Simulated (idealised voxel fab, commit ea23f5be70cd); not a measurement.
voxel fin reveal: a process module
215 nm wide, 5 nm square cells: that's cross-section cut.
Notation: cross-section as square-cell grid; stated in bands, top first, going down; one or more cell rows per band. Quick guide to a band line: top height, bottom height (nm) up front; then every material left to right with its width in nm. Only one material and it's marked "throughout"? Then it fills the band edge to edge. And "air" just means empty space. Where do heights start? At 0: under that level the wafer as delivered is made of one material only. And the lowest band has no floor; it just carries on downward, as in "0 -> down". The expression "30 to 40" gives the width at the extremes of the band, the first number at its top row of cells and the second at its bottom row, with the width changing by equal amounts from each row to the next in between. Reading "nothing got changed" for a step: not a cell of the cross-section changed in it. Entry "Closed cavity list" = empty spaces >= 8 cells with no open way to the top; each as width x height at distance, distance from left edge, all nm. That trailing text on a step's line, after the settings, is the simulator's own remark on the step. overlay nm: mask offset rightward from planned place, masked step; negative means leftward offset.
-- Planned process steps
1: RECEIVE with material Si
2: CONFORMAL_DEP with material SiN, thk nm 10
3: DIRECTIONAL_DEP with material aC, thk nm 10
4: PATTERN with tone cover, mask id FINS, material resist, width nm 15, pitch nm 40, thk nm 25, overlay nm 0
5: DIRECTIONAL_ETCH with etch materials aC, depth nm 10
6: STRIP with etch materials resist
7: DIRECTIONAL_ETCH with etch materials SiN, depth nm 10
8: DIRECTIONAL_ETCH with etch materials Si, depth nm 30
9: STRIP with etch materials aC
10: OXIDIZE with depth nm 5
11: FILL_DEP with material SiO2, thk nm 10
12: CMP with height nm 10
13: SELECTIVE_ETCH with etch materials SiO2, depth nm 25
14: STRIP with etch materials SiN
-- First of two wafers, processed according to plan
-- Here's what the wafer looked like in cross-section when it arrived - that's after step 1
0 -> down | Si throughout
Closed cavity list: none
-- Cross-sectional representation of the wafer at the conclusion of step 2
10 -> 0 | SiN throughout
Lower than 0, everything is as it was.
-- Cross-sectional representation of the wafer at the conclusion of step 3
20 -> 10 | aC throughout
Lower than 10, everything is as it was.
-- Cross-sectional representation of the wafer at the conclusion of step 4
45 -> 20 | 60 nm air, 15 nm resist, 25 nm air, 15 nm resist, 25 nm air, 15 nm resist, 60 nm air
Lower than 20, everything is as it was.
-- Cross-sectional representation of the wafer at the conclusion of step 5
35 -> 20 | 60 nm air, 15 nm resist, 25 nm air, 15 nm resist, 25 nm air, 15 nm resist, 60 nm air
20 -> 10 | 60 nm air, 15 nm aC, 25 nm air, 15 nm aC, 25 nm air, 15 nm aC, 60 nm air
Lower than 10, everything is as it was.
-- Cross-sectional representation of the wafer at the conclusion of step 6
20 -> 10 | 60 nm air, 15 nm aC, 25 nm air, 15 nm aC, 25 nm air, 15 nm aC, 60 nm air
Lower than 10, everything is as it was.
-- Cross-sectional representation of the wafer at the conclusion of step 7
20 -> 10 | 60 nm air, 15 nm aC, 25 nm air, 15 nm aC, 25 nm air, 15 nm aC, 60 nm air
10 -> 0 | 60 nm air, 15 nm SiN, 25 nm air, 15 nm SiN, 25 nm air, 15 nm SiN, 60 nm air
Lower than 0, everything is as it was.
-- Cross-sectional representation of the wafer at the conclusion of step 8
20 -> 10 | 60 nm air, 15 nm aC, 25 nm air, 15 nm aC, 25 nm air, 15 nm aC, 60 nm air
10 -> 0 | 60 nm air, 15 nm SiN, 25 nm air, 15 nm SiN, 25 nm air, 15 nm SiN, 60 nm air
0 -> -30 | 60 nm air, 15 nm Si, 25 nm air, 15 nm Si, 25 nm air, 15 nm Si, 60 nm air
Lower than -30, everything is as it was.
-- Cross-sectional representation of the wafer at the conclusion of step 9
10 -> 0 | 60 nm air, 15 nm SiN, 25 nm air, 15 nm SiN, 25 nm air, 15 nm SiN, 60 nm air
Lower than 0, everything is as it was.
-- Cross-sectional representation of the wafer at the conclusion of step 10
10 -> 0 | 60 nm air, 15 nm SiN, 25 nm air, 15 nm SiN, 25 nm air, 15 nm SiN, 60 nm air
0 -> -30 | 60 nm air, 5 nm SiO2, 5 nm Si, 5 nm SiO2, 25 nm air, 5 nm SiO2, 5 nm Si, 5 nm SiO2, 25 nm air, 5 nm SiO2, 5 nm Si, 5 nm SiO2, 60 nm air
-30 -> -35 | 65 nm SiO2, 5 nm Si, 35 nm SiO2, 5 nm Si, 35 nm SiO2, 5 nm Si, 65 nm SiO2
Lower than -35, everything is as it was.
-- Cross-sectional representation of the wafer at the conclusion of step 11
20 -> 10 | SiO2 throughout
10 -> 0 | 60 nm SiO2, 15 nm SiN, 25 nm SiO2, 15 nm SiN, 25 nm SiO2, 15 nm SiN, 60 nm SiO2
0 -> -35 | 65 nm SiO2, 5 nm Si, 35 nm SiO2, 5 nm Si, 35 nm SiO2, 5 nm Si, 65 nm SiO2
Lower than -35, everything is as it was.
-- Cross-sectional representation of the wafer at the conclusion of step 12
10 -> 0 | 60 nm SiO2, 15 nm SiN, 25 nm SiO2, 15 nm SiN, 25 nm SiO2, 15 nm SiN, 60 nm SiO2
Lower than 0, everything is as it was.
-- Cross-sectional representation of the wafer at the conclusion of step 13
10 -> 0 | 60 nm air, 15 nm SiN, 25 nm air, 15 nm SiN, 25 nm air, 15 nm SiN, 60 nm air
0 -> -15 | 65 nm air, 5 nm Si, 35 nm air, 5 nm Si, 35 nm air, 5 nm Si, 65 nm air
Lower than -15, everything is as it was.
-- Cross-sectional representation of the wafer at the conclusion of step 14
0 -> -15 | 65 nm air, 5 nm Si, 35 nm air, 5 nm Si, 35 nm air, 5 nm Si, 65 nm air
Lower than -15, everything is as it was.
-- Second wafer: same start and same plan as the first, one execution error; identical to the first through step 7
-- Cross-section: second wafer, time at which step 8 was scheduled to end
20 -> 10 | 60 nm air, 15 nm aC, 25 nm air, 15 nm aC, 25 nm air, 15 nm aC, 60 nm air
10 -> 0 | 60 nm air, 15 nm SiN, 25 nm air, 15 nm SiN, 25 nm air, 15 nm SiN, 60 nm air
0 -> -60 | 60 nm air, 15 nm Si, 25 nm air, 15 nm Si, 25 nm air, 15 nm Si, 60 nm air
Lower than -60, everything is as it was.
-- Cross-section: second wafer, time at which step 9 was scheduled to end
10 -> 0 | 60 nm air, 15 nm SiN, 25 nm air, 15 nm SiN, 25 nm air, 15 nm SiN, 60 nm air
Lower than 0, everything is as it was.
-- Cross-section: second wafer, time at which step 10 was scheduled to end
10 -> 0 | 60 nm air, 15 nm SiN, 25 nm air, 15 nm SiN, 25 nm air, 15 nm SiN, 60 nm air
0 -> -60 | 60 nm air, 5 nm SiO2, 5 nm Si, 5 nm SiO2, 25 nm air, 5 nm SiO2, 5 nm Si, 5 nm SiO2, 25 nm air, 5 nm SiO2, 5 nm Si, 5 nm SiO2, 60 nm air
-60 -> -65 | 65 nm SiO2, 5 nm Si, 35 nm SiO2, 5 nm Si, 35 nm SiO2, 5 nm Si, 65 nm SiO2
Lower than -65, everything is as it was.
-- Cross-section: second wafer, time at which step 11 was scheduled to end
20 -> 10 | SiO2 throughout
10 -> 0 | 60 nm SiO2, 15 nm SiN, 25 nm SiO2, 15 nm SiN, 25 nm SiO2, 15 nm SiN, 60 nm SiO2
0 -> -65 | 65 nm SiO2, 5 nm Si, 35 nm SiO2, 5 nm Si, 35 nm SiO2, 5 nm Si, 65 nm SiO2
Lower than -65, everything is as it was.
-- Cross-section: second wafer, time at which step 12 was scheduled to end
10 -> 0 | 60 nm SiO2, 15 nm SiN, 25 nm SiO2, 15 nm SiN, 25 nm SiO2, 15 nm SiN, 60 nm SiO2
Lower than 0, everything is as it was.
-- Cross-section: second wafer, time at which step 13 was scheduled to end
10 -> 0 | 60 nm air, 15 nm SiN, 25 nm air, 15 nm SiN, 25 nm air, 15 nm SiN, 60 nm air
0 -> -15 | 65 nm air, 5 nm Si, 35 nm air, 5 nm Si, 35 nm air, 5 nm Si, 65 nm air
Lower than -15, everything is as it was.
-- Cross-section: second wafer, time at which step 14 was scheduled to end
0 -> -15 | 65 nm air, 5 nm Si, 35 nm air, 5 nm Si, 35 nm air, 5 nm Si, 65 nm air
Lower than -15, everything is as it was.
The mistake made against the process plan was this: twice over, step 8 of the plan was run
Count the cells at the end and the second wafer has more or fewer of some materials than the first: -240 Si | +240 SiO2
